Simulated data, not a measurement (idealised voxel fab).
Name of the process module below: voxel wiring stack
Displayed cross-section: cut, width of 300 nm, square cells sized 5 nm.
Notation: cross-section as square-cell grid; stated in bands, top first, going down; one or more cell rows per band.
Within each band entry, the heights of the top and of the bottom of the band appear first, in that order and in nm; the materials of the band then follow from left to right, each with its corresponding width in nm. The designation "edge to edge" on a single material indicates that it fills the band from edge to edge; the designation "blank" indicates empty space.
It should be noted that heights are counted from 0, beneath which the wafer as supplied is of one material throughout, and that the lowest band possesses no lower boundary but continues downward, as written in "top 0, no bottom".
Per-row width for "30 to 40": begins at first number (top row of band), ends at second number (bottom row), increment between rows held constant.
For the purposes of this document, the phrase "nothing was modified" attached to a step denotes that no cell within the cross-section was modified by that step.
If an empty space has no open way to the top and is at least 8 cells in size, "Completely sealed voids" lists it, written width x height at distance, where distance is measured from the left edge and every value is in nm.
Past the settings on a step's line: simulator remark, on that step.
"overlay nm" on a masked step: distance the mask lay right of its planned place, negative for left.

## Process steps (planned)
| 1 | RECEIVE, material Si |
| 2 | CONFORMAL_DEP, material SiO2, thk nm 15 |
| 3 | DIRECTIONAL_DEP, material TiN, thk nm 5 |
| 4 | DIRECTIONAL_DEP, material W, thk nm 25 |
| 5 | DIRECTIONAL_DEP, material aC, thk nm 15 |
| 6 | PATTERN, tone cover, mask id METAL_1, material resist, width nm 30, pitch nm 50, thk nm 35, overlay nm 0 |
| 7 | DIRECTIONAL_ETCH, etch materials aC, depth nm 15 |
| 8 | STRIP, etch materials resist |
| 9 | DIRECTIONAL_ETCH, etch materials W, depth nm 25 |
| 10 | DIRECTIONAL_ETCH, etch materials TiN, depth nm 5 |
| 11 | STRIP, etch materials aC |
| 12 | CONFORMAL_DEP, material SiCN, thk nm 5 |
| 13 | FILL_DEP, material lowk, thk nm 10 |
| 14 | CMP, height nm 45 |
| 15 | CONFORMAL_DEP, material SiCN, thk nm 5 |
| 16 | DIRECTIONAL_DEP, material SiO2, thk nm 15 |
| 17 | DIRECTIONAL_DEP, material aC, thk nm 10 |
| 18 | PATTERN, tone open, mask id PLUG_1, material resist, width nm 15, pitch nm 50, thk nm 30, overlay nm 0 |
| 19 | DIRECTIONAL_ETCH, etch materials aC, depth nm 10 |
| 20 | STRIP, etch materials resist |
| 21 | DIRECTIONAL_ETCH, etch materials SiO2, depth nm 15 |
| 22 | DIRECTIONAL_ETCH, etch materials SiCN, depth nm 5 |
| 23 | STRIP, etch materials aC |
| 24 | EPI, material Ru, thk nm 10 |
| 25 | EPI, material Ru, thk nm 10 |
| 26 | DIRECTIONAL_DEP, material TiN, thk nm 5 |
| 27 | DIRECTIONAL_DEP, material Ru, thk nm 15 |
| 28 | PATTERN, tone cover, mask id METAL_2, material resist, width nm 30, pitch nm 50, thk nm 15, overlay nm 0 |
| 29 | DIRECTIONAL_ETCH, etch materials Ru, depth nm 15 |
| 30 | DIRECTIONAL_ETCH, etch materials TiN, depth nm 5 |
| 31 | STRIP, etch materials resist |
| 32 | CONFORMAL_DEP, material SiN, thk nm 5 |
| 33 | FILL_DEP, material lowk, thk nm 10 |
| 34 | CMP, height nm 85 |
| 35 | CONFORMAL_DEP, material SiN, thk nm 5 |

## First of two wafers, with the run carried out as planned

## The cross-section here shows the wafer as received, i.e. in its state after step 1
* top 0, no bottom: Si edge to edge
* Completely sealed voids: none

## Take a look at the wafer's cross-section after step 2
* top 15, bottom 0: SiO2 edge to edge
* Below 0 it's all the same as before, nothing changed down there.

## Take a look at the wafer's cross-section after step 3
* top 20, bottom 15: TiN edge to edge
* Below 15 it's all the same as before, nothing changed down there.

## Take a look at the wafer's cross-section after step 4
* top 45, bottom 20: W edge to edge
* Below 20 it's all the same as before, nothing changed down there.

## Take a look at the wafer's cross-section after step 5
* top 60, bottom 45: aC edge to edge
* Below 45 it's all the same as before, nothing changed down there.

## Take a look at the wafer's cross-section after step 6
* top 95, bottom 60: 85 of blank; 30 of resist; 20 of blank; 30 of resist; 20 of blank; 30 of resist; 85 of blank
* Below 60 it's all the same as before, nothing changed down there.

## Take a look at the wafer's cross-section after step 7
* top 80, bottom 60: 85 of blank; 30 of resist; 20 of blank; 30 of resist; 20 of blank; 30 of resist; 85 of blank
* top 60, bottom 45: 85 of blank; 30 of aC; 20 of blank; 30 of aC; 20 of blank; 30 of aC; 85 of blank
* Below 45 it's all the same as before, nothing changed down there.

## Take a look at the wafer's cross-section after step 8
* top 60, bottom 45: 85 of blank; 30 of aC; 20 of blank; 30 of aC; 20 of blank; 30 of aC; 85 of blank
* Below 45 it's all the same as before, nothing changed down there.

## Take a look at the wafer's cross-section after step 9
* top 60, bottom 45: 85 of blank; 30 of aC; 20 of blank; 30 of aC; 20 of blank; 30 of aC; 85 of blank
* top 45, bottom 20: 85 of blank; 30 of W; 20 of blank; 30 of W; 20 of blank; 30 of W; 85 of blank
* Below 20 it's all the same as before, nothing changed down there.

## Take a look at the wafer's cross-section after step 10
* top 60, bottom 45: 85 of blank; 30 of aC; 20 of blank; 30 of aC; 20 of blank; 30 of aC; 85 of blank
* top 45, bottom 20: 85 of blank; 30 of W; 20 of blank; 30 of W; 20 of blank; 30 of W; 85 of blank
* top 20, bottom 15: 85 of blank; 30 of TiN; 20 of blank; 30 of TiN; 20 of blank; 30 of TiN; 85 of blank
* Below 15 it's all the same as before, nothing changed down there.

## Take a look at the wafer's cross-section after step 11
* top 45, bottom 20: 85 of blank; 30 of W; 20 of blank; 30 of W; 20 of blank; 30 of W; 85 of blank
* Below 20 it's all the same as before, nothing changed down there.

## Take a look at the wafer's cross-section after step 12
* top 50, bottom 45: 80 of blank; 40 of SiCN; 10 of blank; 40 of SiCN; 10 of blank; 40 of SiCN; 80 of blank
* top 45, bottom 20: 80 of blank; 5 of SiCN; 30 of W; 5 of SiCN; 10 of blank; 5 of SiCN; 30 of W; 5 of SiCN; 10 of blank; 5 of SiCN; 30 of W; 5 of SiCN; 80 of blank
* top 20, bottom 15: 85 of SiCN; 30 of TiN; 20 of SiCN; 30 of TiN; 20 of SiCN; 30 of TiN; 85 of SiCN
* Below 15 it's all the same as before, nothing changed down there.

## Take a look at the wafer's cross-section after step 13
* top 60, bottom 50: lowk edge to edge
* top 50, bottom 45: 80 of lowk; 40 of SiCN; 10 of lowk; 40 of SiCN; 10 of lowk; 40 of SiCN; 80 of lowk
* top 45, bottom 20: 80 of lowk; 5 of SiCN; 30 of W; 5 of SiCN; 10 of lowk; 5 of SiCN; 30 of W; 5 of SiCN; 10 of lowk; 5 of SiCN; 30 of W; 5 of SiCN; 80 of lowk
* Below 20 it's all the same as before, nothing changed down there.

## Take a look at the wafer's cross-section after step 14
* top 45, bottom 20: 80 of lowk; 5 of SiCN; 30 of W; 5 of SiCN; 10 of lowk; 5 of SiCN; 30 of W; 5 of SiCN; 10 of lowk; 5 of SiCN; 30 of W; 5 of SiCN; 80 of lowk
* Below 20 it's all the same as before, nothing changed down there.

## Take a look at the wafer's cross-section after step 15
* top 50, bottom 45: SiCN edge to edge
* Below 45 it's all the same as before, nothing changed down there.

## Take a look at the wafer's cross-section after step 16
* top 65, bottom 50: SiO2 edge to edge
* Below 50 it's all the same as before, nothing changed down there.

## Take a look at the wafer's cross-section after step 17
* top 75, bottom 65: aC edge to edge
* Below 65 it's all the same as before, nothing changed down there.

## Take a look at the wafer's cross-section after step 18
* top 105, bottom 75: 85 of resist; 15 of blank; 35 of resist; 15 of blank; 35 of resist; 15 of blank; 100 of resist
* Below 75 it's all the same as before, nothing changed down there.

## Take a look at the wafer's cross-section after step 19
* top 95, bottom 75: 85 of resist; 15 of blank; 35 of resist; 15 of blank; 35 of resist; 15 of blank; 100 of resist
* top 75, bottom 65: 85 of aC; 15 of blank; 35 of aC; 15 of blank; 35 of aC; 15 of blank; 100 of aC
* Below 65 it's all the same as before, nothing changed down there.

## Take a look at the wafer's cross-section after step 20
* top 75, bottom 65: 85 of aC; 15 of blank; 35 of aC; 15 of blank; 35 of aC; 15 of blank; 100 of aC
* Below 65 it's all the same as before, nothing changed down there.

## Take a look at the wafer's cross-section after step 21
* top 75, bottom 65: 85 of aC; 15 of blank; 35 of aC; 15 of blank; 35 of aC; 15 of blank; 100 of aC
* top 65, bottom 50: 85 of SiO2; 15 of blank; 35 of SiO2; 15 of blank; 35 of SiO2; 15 of blank; 100 of SiO2
* Below 50 it's all the same as before, nothing changed down there.

## Take a look at the wafer's cross-section after step 22
* top 75, bottom 65: 85 of aC; 15 of blank; 35 of aC; 15 of blank; 35 of aC; 15 of blank; 100 of aC
* top 65, bottom 50: 85 of SiO2; 15 of blank; 35 of SiO2; 15 of blank; 35 of SiO2; 15 of blank; 100 of SiO2
* top 50, bottom 45: 85 of SiCN; 15 of blank; 35 of SiCN; 15 of blank; 35 of SiCN; 15 of blank; 100 of SiCN
* Below 45 it's all the same as before, nothing changed down there.

## Take a look at the wafer's cross-section after step 23
* top 65, bottom 50: 85 of SiO2; 15 of blank; 35 of SiO2; 15 of blank; 35 of SiO2; 15 of blank; 100 of SiO2
* Below 50 it's all the same as before, nothing changed down there.

## Take a look at the wafer's cross-section after step 24
* top 65, bottom 55: 85 of SiO2; 15 of blank; 35 of SiO2; 15 of blank; 35 of SiO2; 15 of blank; 100 of SiO2
* top 55, bottom 50: 85 of SiO2; 15 of Ru; 35 of SiO2; 15 of Ru; 35 of SiO2; 15 of Ru; 100 of SiO2
* top 50, bottom 45: 85 of SiCN; 15 of Ru; 35 of SiCN; 15 of Ru; 35 of SiCN; 15 of Ru; 100 of SiCN
* Below 45 it's all the same as before, nothing changed down there.

## Take a look at the wafer's cross-section after step 25
* top 65, bottom 50: 85 of SiO2; 15 of Ru; 35 of SiO2; 15 of Ru; 35 of SiO2; 15 of Ru; 100 of SiO2
* Below 50 it's all the same as before, nothing changed down there.

## Take a look at the wafer's cross-section after step 26
* top 70, bottom 65: TiN edge to edge
* Below 65 it's all the same as before, nothing changed down there.

## Take a look at the wafer's cross-section after step 27
* top 85, bottom 70: Ru edge to edge
* Below 70 it's all the same as before, nothing changed down there.

## Take a look at the wafer's cross-section after step 28
* top 100, bottom 85: 85 of blank; 30 of resist; 20 of blank; 30 of resist; 20 of blank; 30 of resist; 85 of blank
* Below 85 it's all the same as before, nothing changed down there.

## Take a look at the wafer's cross-section after step 29
* top 100, bottom 85: 85 of blank; 30 of resist; 20 of blank; 30 of resist; 20 of blank; 30 of resist; 85 of blank
* top 85, bottom 70: 85 of blank; 30 of Ru; 20 of blank; 30 of Ru; 20 of blank; 30 of Ru; 85 of blank
* Below 70 it's all the same as before, nothing changed down there.

## Take a look at the wafer's cross-section after step 30
* top 100, bottom 85: 85 of blank; 30 of resist; 20 of blank; 30 of resist; 20 of blank; 30 of resist; 85 of blank
* top 85, bottom 70: 85 of blank; 30 of Ru; 20 of blank; 30 of Ru; 20 of blank; 30 of Ru; 85 of blank
* top 70, bottom 65: 85 of blank; 30 of TiN; 20 of blank; 30 of TiN; 20 of blank; 30 of TiN; 85 of blank
* Below 65 it's all the same as before, nothing changed down there.

## Take a look at the wafer's cross-section after step 31
* top 85, bottom 70: 85 of blank; 30 of Ru; 20 of blank; 30 of Ru; 20 of blank; 30 of Ru; 85 of blank
* Below 70 it's all the same as before, nothing changed down there.

## Take a look at the wafer's cross-section after step 32
* top 90, bottom 85: 80 of blank; 40 of SiN; 10 of blank; 40 of SiN; 10 of blank; 40 of SiN; 80 of blank
* top 85, bottom 70: 80 of blank; 5 of SiN; 30 of Ru; 5 of SiN; 10 of blank; 5 of SiN; 30 of Ru; 5 of SiN; 10 of blank; 5 of SiN; 30 of Ru; 5 of SiN; 80 of blank
* top 70, bottom 65: 85 of SiN; 30 of TiN; 20 of SiN; 30 of TiN; 20 of SiN; 30 of TiN; 85 of SiN
* Below 65 it's all the same as before, nothing changed down there.

## Take a look at the wafer's cross-section after step 33
* top 100, bottom 90: lowk edge to edge
* top 90, bottom 85: 80 of lowk; 40 of SiN; 10 of lowk; 40 of SiN; 10 of lowk; 40 of SiN; 80 of lowk
* top 85, bottom 70: 80 of lowk; 5 of SiN; 30 of Ru; 5 of SiN; 10 of lowk; 5 of SiN; 30 of Ru; 5 of SiN; 10 of lowk; 5 of SiN; 30 of Ru; 5 of SiN; 80 of lowk
* Below 70 it's all the same as before, nothing changed down there.

## Take a look at the wafer's cross-section after step 34
* top 85, bottom 70: 80 of lowk; 5 of SiN; 30 of Ru; 5 of SiN; 10 of lowk; 5 of SiN; 30 of Ru; 5 of SiN; 10 of lowk; 5 of SiN; 30 of Ru; 5 of SiN; 80 of lowk
* Below 70 it's all the same as before, nothing changed down there.

## Take a look at the wafer's cross-section after step 35
* top 90, bottom 85: SiN edge to edge
* Below 85 it's all the same as before, nothing changed down there.

## The Second Wafer: Common Origin and Plan, One Mistake in Execution, Identical to the First Through Step 2

## Second wafer, cut view, end of step 3 per plan
* top 40, bottom 15: W edge to edge
* Below 15 it's all the same as before, nothing changed down there.

## Second wafer, cut view, end of step 4 per plan
* top 45, bottom 40: TiN edge to edge
* Below 40 it's all the same as before, nothing changed down there.

## Second wafer, cut view, end of step 5 per plan
* top 60, bottom 45: aC edge to edge
* Below 45 it's all the same as before, nothing changed down there.

## Second wafer, cut view, end of step 6 per plan
* top 95, bottom 60: 85 of blank; 30 of resist; 20 of blank; 30 of resist; 20 of blank; 30 of resist; 85 of blank
* Below 60 it's all the same as before, nothing changed down there.

## Second wafer, cut view, end of step 7 per plan
* top 80, bottom 60: 85 of blank; 30 of resist; 20 of blank; 30 of resist; 20 of blank; 30 of resist; 85 of blank
* top 60, bottom 45: 85 of blank; 30 of aC; 20 of blank; 30 of aC; 20 of blank; 30 of aC; 85 of blank
* Below 45 it's all the same as before, nothing changed down there.

## Second wafer, cut view, end of step 8 per plan
* top 60, bottom 45: 85 of blank; 30 of aC; 20 of blank; 30 of aC; 20 of blank; 30 of aC; 85 of blank
* Below 45 it's all the same as before, nothing changed down there.

Second wafer, cut view, end of step 9 per plan: nothing was modified

## Second wafer, cut view, end of step 10 per plan
* top 60, bottom 45: 85 of blank; 30 of aC; 20 of blank; 30 of aC; 20 of blank; 30 of aC; 85 of blank
* top 45, bottom 40: 85 of blank; 30 of TiN; 20 of blank; 30 of TiN; 20 of blank; 30 of TiN; 85 of blank
* Below 40 it's all the same as before, nothing changed down there.

## Second wafer, cut view, end of step 11 per plan
* top 45, bottom 40: 85 of blank; 30 of TiN; 20 of blank; 30 of TiN; 20 of blank; 30 of TiN; 85 of blank
* Below 40 it's all the same as before, nothing changed down there.

## Second wafer, cut view, end of step 12 per plan
* top 50, bottom 45: 80 of blank; 40 of SiCN; 10 of blank; 40 of SiCN; 10 of blank; 40 of SiCN; 80 of blank
* top 45, bottom 40: 85 of SiCN; 30 of TiN; 20 of SiCN; 30 of TiN; 20 of SiCN; 30 of TiN; 85 of SiCN
* Below 40 it's all the same as before, nothing changed down there.

## Second wafer, cut view, end of step 13 per plan
* top 60, bottom 50: lowk edge to edge
* top 50, bottom 45: 80 of lowk; 40 of SiCN; 10 of lowk; 40 of SiCN; 10 of lowk; 40 of SiCN; 80 of lowk
* Below 45 it's all the same as before, nothing changed down there.

## Second wafer, cut view, end of step 14 per plan
* top 45, bottom 40: 85 of SiCN; 30 of TiN; 20 of SiCN; 30 of TiN; 20 of SiCN; 30 of TiN; 85 of SiCN
* Below 40 it's all the same as before, nothing changed down there.

## Second wafer, cut view, end of step 15 per plan
* top 50, bottom 45: SiCN edge to edge
* Below 45 it's all the same as before, nothing changed down there.

## Second wafer, cut view, end of step 16 per plan
* top 65, bottom 50: SiO2 edge to edge
* Below 50 it's all the same as before, nothing changed down there.

## Second wafer, cut view, end of step 17 per plan
* top 75, bottom 65: aC edge to edge
* Below 65 it's all the same as before, nothing changed down there.

## Second wafer, cut view, end of step 18 per plan
* top 105, bottom 75: 85 of resist; 15 of blank; 35 of resist; 15 of blank; 35 of resist; 15 of blank; 100 of resist
* Below 75 it's all the same as before, nothing changed down there.

## Second wafer, cut view, end of step 19 per plan
* top 95, bottom 75: 85 of resist; 15 of blank; 35 of resist; 15 of blank; 35 of resist; 15 of blank; 100 of resist
* top 75, bottom 65: 85 of aC; 15 of blank; 35 of aC; 15 of blank; 35 of aC; 15 of blank; 100 of aC
* Below 65 it's all the same as before, nothing changed down there.

## Second wafer, cut view, end of step 20 per plan
* top 75, bottom 65: 85 of aC; 15 of blank; 35 of aC; 15 of blank; 35 of aC; 15 of blank; 100 of aC
* Below 65 it's all the same as before, nothing changed down there.

## Second wafer, cut view, end of step 21 per plan
* top 75, bottom 65: 85 of aC; 15 of blank; 35 of aC; 15 of blank; 35 of aC; 15 of blank; 100 of aC
* top 65, bottom 50: 85 of SiO2; 15 of blank; 35 of SiO2; 15 of blank; 35 of SiO2; 15 of blank; 100 of SiO2
* Below 50 it's all the same as before, nothing changed down there.

## Second wafer, cut view, end of step 22 per plan
* top 75, bottom 65: 85 of aC; 15 of blank; 35 of aC; 15 of blank; 35 of aC; 15 of blank; 100 of aC
* top 65, bottom 50: 85 of SiO2; 15 of blank; 35 of SiO2; 15 of blank; 35 of SiO2; 15 of blank; 100 of SiO2
* top 50, bottom 45: 85 of SiCN; 15 of blank; 35 of SiCN; 15 of blank; 35 of SiCN; 15 of blank; 100 of SiCN
* Below 45 it's all the same as before, nothing changed down there.

## Second wafer, cut view, end of step 23 per plan
* top 65, bottom 50: 85 of SiO2; 15 of blank; 35 of SiO2; 15 of blank; 35 of SiO2; 15 of blank; 100 of SiO2
* Below 50 it's all the same as before, nothing changed down there.

## Second wafer, cut view, end of step 24 per plan
* top 65, bottom 55: 85 of SiO2; 15 of blank; 35 of SiO2; 15 of blank; 35 of SiO2; 15 of blank; 100 of SiO2
* top 55, bottom 50: 85 of SiO2; 15 of Ru; 35 of SiO2; 15 of Ru; 35 of SiO2; 15 of Ru; 100 of SiO2
* top 50, bottom 45: 85 of SiCN; 15 of Ru; 35 of SiCN; 15 of Ru; 35 of SiCN; 15 of Ru; 100 of SiCN
* Below 45 it's all the same as before, nothing changed down there.

## Second wafer, cut view, end of step 25 per plan
* top 65, bottom 50: 85 of SiO2; 15 of Ru; 35 of SiO2; 15 of Ru; 35 of SiO2; 15 of Ru; 100 of SiO2
* Below 50 it's all the same as before, nothing changed down there.

## Second wafer, cut view, end of step 26 per plan
* top 70, bottom 65: TiN edge to edge
* Below 65 it's all the same as before, nothing changed down there.

## Second wafer, cut view, end of step 27 per plan
* top 85, bottom 70: Ru edge to edge
* Below 70 it's all the same as before, nothing changed down there.

## Second wafer, cut view, end of step 28 per plan
* top 100, bottom 85: 85 of blank; 30 of resist; 20 of blank; 30 of resist; 20 of blank; 30 of resist; 85 of blank
* Below 85 it's all the same as before, nothing changed down there.

## Second wafer, cut view, end of step 29 per plan
* top 100, bottom 85: 85 of blank; 30 of resist; 20 of blank; 30 of resist; 20 of blank; 30 of resist; 85 of blank
* top 85, bottom 70: 85 of blank; 30 of Ru; 20 of blank; 30 of Ru; 20 of blank; 30 of Ru; 85 of blank
* Below 70 it's all the same as before, nothing changed down there.

## Second wafer, cut view, end of step 30 per plan
* top 100, bottom 85: 85 of blank; 30 of resist; 20 of blank; 30 of resist; 20 of blank; 30 of resist; 85 of blank
* top 85, bottom 70: 85 of blank; 30 of Ru; 20 of blank; 30 of Ru; 20 of blank; 30 of Ru; 85 of blank
* top 70, bottom 65: 85 of blank; 30 of TiN; 20 of blank; 30 of TiN; 20 of blank; 30 of TiN; 85 of blank
* Below 65 it's all the same as before, nothing changed down there.

## Second wafer, cut view, end of step 31 per plan
* top 85, bottom 70: 85 of blank; 30 of Ru; 20 of blank; 30 of Ru; 20 of blank; 30 of Ru; 85 of blank
* Below 70 it's all the same as before, nothing changed down there.

## Second wafer, cut view, end of step 32 per plan
* top 90, bottom 85: 80 of blank; 40 of SiN; 10 of blank; 40 of SiN; 10 of blank; 40 of SiN; 80 of blank
* top 85, bottom 70: 80 of blank; 5 of SiN; 30 of Ru; 5 of SiN; 10 of blank; 5 of SiN; 30 of Ru; 5 of SiN; 10 of blank; 5 of SiN; 30 of Ru; 5 of SiN; 80 of blank
* top 70, bottom 65: 85 of SiN; 30 of TiN; 20 of SiN; 30 of TiN; 20 of SiN; 30 of TiN; 85 of SiN
* Below 65 it's all the same as before, nothing changed down there.

## Second wafer, cut view, end of step 33 per plan
* top 100, bottom 90: lowk edge to edge
* top 90, bottom 85: 80 of lowk; 40 of SiN; 10 of lowk; 40 of SiN; 10 of lowk; 40 of SiN; 80 of lowk
* top 85, bottom 70: 80 of lowk; 5 of SiN; 30 of Ru; 5 of SiN; 10 of lowk; 5 of SiN; 30 of Ru; 5 of SiN; 10 of lowk; 5 of SiN; 30 of Ru; 5 of SiN; 80 of lowk
* Below 70 it's all the same as before, nothing changed down there.

## Second wafer, cut view, end of step 34 per plan
* top 85, bottom 70: 80 of lowk; 5 of SiN; 30 of Ru; 5 of SiN; 10 of lowk; 5 of SiN; 30 of Ru; 5 of SiN; 10 of lowk; 5 of SiN; 30 of Ru; 5 of SiN; 80 of lowk
* Below 70 it's all the same as before, nothing changed down there.

## Second wafer, cut view, end of step 35 per plan
* top 90, bottom 85: SiN edge to edge
* Below 85 it's all the same as before, nothing changed down there.
Nonconformance to the process plan: a sequencing error occurred in which plan steps 3 and 4 were transposed
Final difference in cells, second wafer against first, listed per material as more or fewer: SiCN: 30 fewer | W: 210 more | lowk: 180 fewer
